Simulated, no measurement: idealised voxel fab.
Documented hereafter: the process module known as voxel released beams.
Xsec cut, 270 nm wide, square cell size 5 nm.
A cross-section is a grid of square cells, given in bands from the top down. A band is one or more rows of cells. The band entry comprises the height of the band's top followed by the height of its bottom, expressed in nm, and subsequently the band's materials from left to right, each stated together with its width in nm. Where a single material is marked with the word "all across", that material fills the band from edge to edge. The word "air" represents empty space. We count height from 0. Below that, the starting wafer is all one material. The lowest band never ends at the bottom but goes on down; see "z 0 and below" for how that is written. Top row gets the first number, bottom row gets the second, and each row in between changes by the same step: that is how a band width like "30 to 40" works. The cross-section has no changed cell in any step marked "nothing was modified". "Internal closed voids" lists enclosed empty spaces (at least 8 cells, no open path upward to the top), each as width x height at distance from the left edge, in nm. after a step's settings: what the simulator itself notes on the step. The "overlay nm" setting may appear on a step's line; for a step that uses a mask, it gives how far to the right of its planned position the mask lay, and a negative value indicates the left.
# Steps planned for the process
1,RECEIVE [material Si]
2,CONFORMAL_DEP [material Al2O3] [thk nm 5]
3,DIRECTIONAL_DEP [material SiO2] [thk nm 10]
4,MASKED_ETCH [tone open] [mask id ANCHOR] [width nm 25] [etch materials SiO2] [depth nm 10] [overlay nm 0]
5,CONFORMAL_DEP [material W] [thk nm 10]
6,MASKED_ETCH [tone cover] [mask id BEAM] [width nm 105] [etch materials W] [depth nm 10] [overlay nm 0]
7,STRIP [etch materials SiO2]
# The first of two wafers, run as planned
# Wafer at receipt (post step 1), cross-section
	z 0 and below | Si all across
	Internal closed voids: none
# Wafer xsec, post step 2
	z 5 to 0 | Al2O3 all across
	Nothing below the height 0 has changed.
# Wafer xsec, post step 3
	z 15 to 5 | SiO2 all across
	Nothing below the height 5 has changed.
# Wafer xsec, post step 4
	z 15 to 5 | SiO2 85 | air 25 | SiO2 160
	Nothing below the height 5 has changed.
# Wafer xsec, post step 5
	z 25 to 15 | W 95 | air 5 | W 170
	z 15 to 5 | SiO2 85 | W 25 | SiO2 160
	Nothing below the height 5 has changed.
# Wafer xsec, post step 6
	z 25 to 15 | air 80 | W 15 | air 5 | W 85 | air 85
	Nothing below the height 15 has changed.
# Wafer xsec, post step 7
	z 25 to 15 | air 80 | W 15 | air 5 | W 85 | air 85
	z 15 to 5 | air 85 | W 25 | air 160
	Nothing below the height 5 has changed.
# second wafer: like start, like plan, one mistake. Through step 5 it matches the first wafer
# when step 6 should have ended
	z 25 to 15 | W 80 | air 105 | W 85
	z 15 to 5 | SiO2 85 | W 10 | air 5 | W 10 | SiO2 160
	Nothing below the height 5 has changed.
# when step 7 should have ended
	z 15 to 5 | air 85 | W 10 | air 5 | W 10 | air 160
	Nothing below the height 5 has changed.
So what did we get wrong on this run? for step 6, the planned setting was not used; the step was instead run as MASKED_ETCH [tone open] [mask id BEAM] [width nm 105] [etch materials W] [depth nm 10] [overlay nm 0]
Final comparison by cell count, materials where the second wafer has more or fewer than the first: W -42
